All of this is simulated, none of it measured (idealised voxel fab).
Name of the process module below: voxel self aligned vias
This is section cut - it's 165 nm across, gridded in 5 nm square cells.
We lay out every cross-section as a grid of square cells and spell it out in bands from the top down, where one band means one or more rows of cells. Per band: top height and bottom height in nm, followed by the left-to-right materials and their widths in nm; "edge to edge" marks a single material spanning edge to edge, "air" marks empty space. Ref level 0: as-received wafer is one material below here. Bottom band extends down with no lower bound ("0 down"). So if you see something like "30 to 40" for the width, read it as the top row of the band sitting at the first number and the bottom row at the second, with every row in between moving by the same amount as the last. What does "nothing different" mean for a step? It means no cell of the cross-section changed in that step. This entry, "Closed void roster", enumerates those empty regions of no fewer than 8 cells that possess no open connection to the top. Each region is reported in the form width x height at distance, the distance being taken from the left edge, with all three quantities expressed in nm. after a step's settings: what the simulator itself notes on the step. overlay nm: step with mask; distance mask lay right of planned place; negative value = left of planned place.
[Steps in the process plan]
1. RECEIVE,material Si
2. CONFORMAL_DEP,material SiO2,thk nm 15
3. CONFORMAL_DEP,material SiCN,thk nm 5
4. DIRECTIONAL_DEP,material lowk,thk nm 30
5. PATTERN,tone open,mask id LINES,material resist,width nm 30,pitch nm 80,thk nm 20,overlay nm -10
6. DIRECTIONAL_ETCH,etch materials lowk,depth nm 30
7. STRIP,etch materials resist
8. CONFORMAL_DEP,material TiN,thk nm 5
9. FILL_DEP,material W,thk nm 10
10. CMP,height nm 50
11. SELECTIVE_ETCH,etch materials W Ru TiN,depth nm 10
12. FILL_DEP,material SiN,thk nm 5
13. CMP,height nm 50
14. DIRECTIONAL_DEP,material lowk,thk nm 20
15. DIRECTIONAL_DEP,material aC,thk nm 10
16. PATTERN,tone open,mask id VIAS,material resist,width nm 50,pitch nm 80,thk nm 30,overlay nm 0
17. DIRECTIONAL_ETCH,etch materials aC,depth nm 10
18. STRIP,etch materials resist
19. DIRECTIONAL_ETCH,etch materials lowk,depth nm 20
20. DIRECTIONAL_ETCH,etch materials SiN,depth nm 10
21. STRIP,etch materials aC
22. CONFORMAL_DEP,material TiN,thk nm 5
23. FILL_DEP,material W,thk nm 10
24. CMP,height nm 70
25. CONFORMAL_DEP,material SiCN,thk nm 5
It is noted that the wafers described herein are identical at the outset and are distinguished by the overlay nm of step 5; the value stated in the plan corresponds to the first wafer.
[Cross-section of the first incoming wafer of several, state after step 1]
* 0 down | Si edge to edge
* Closed void roster: none
[each wafer at the end: cells of each material gained (+) or lost (-) since it was received, then its closed voids]
overlay nm -10, +66 SiCN, +99 SiO2, +64 TiN, +88 W, +178 lowk, Closed void roster: none
overlay nm -5, +66 SiCN, +99 SiO2, +64 TiN, +88 W, +178 lowk, Closed void roster: none
overlay nm 0, +66 SiCN, +99 SiO2, +64 TiN, +88 W, +178 lowk, Closed void roster: none
overlay nm 5, +66 SiCN, +99 SiO2, +64 TiN, +88 W, +178 lowk, Closed void roster: none
overlay nm 10, +66 SiCN, +99 SiO2, +64 TiN, +88 W, +178 lowk, Closed void roster: none
overlay nm 15, +66 SiCN, +4 SiN, +99 SiO2, +64 TiN, +84 W, +178 lowk, Closed void roster: none
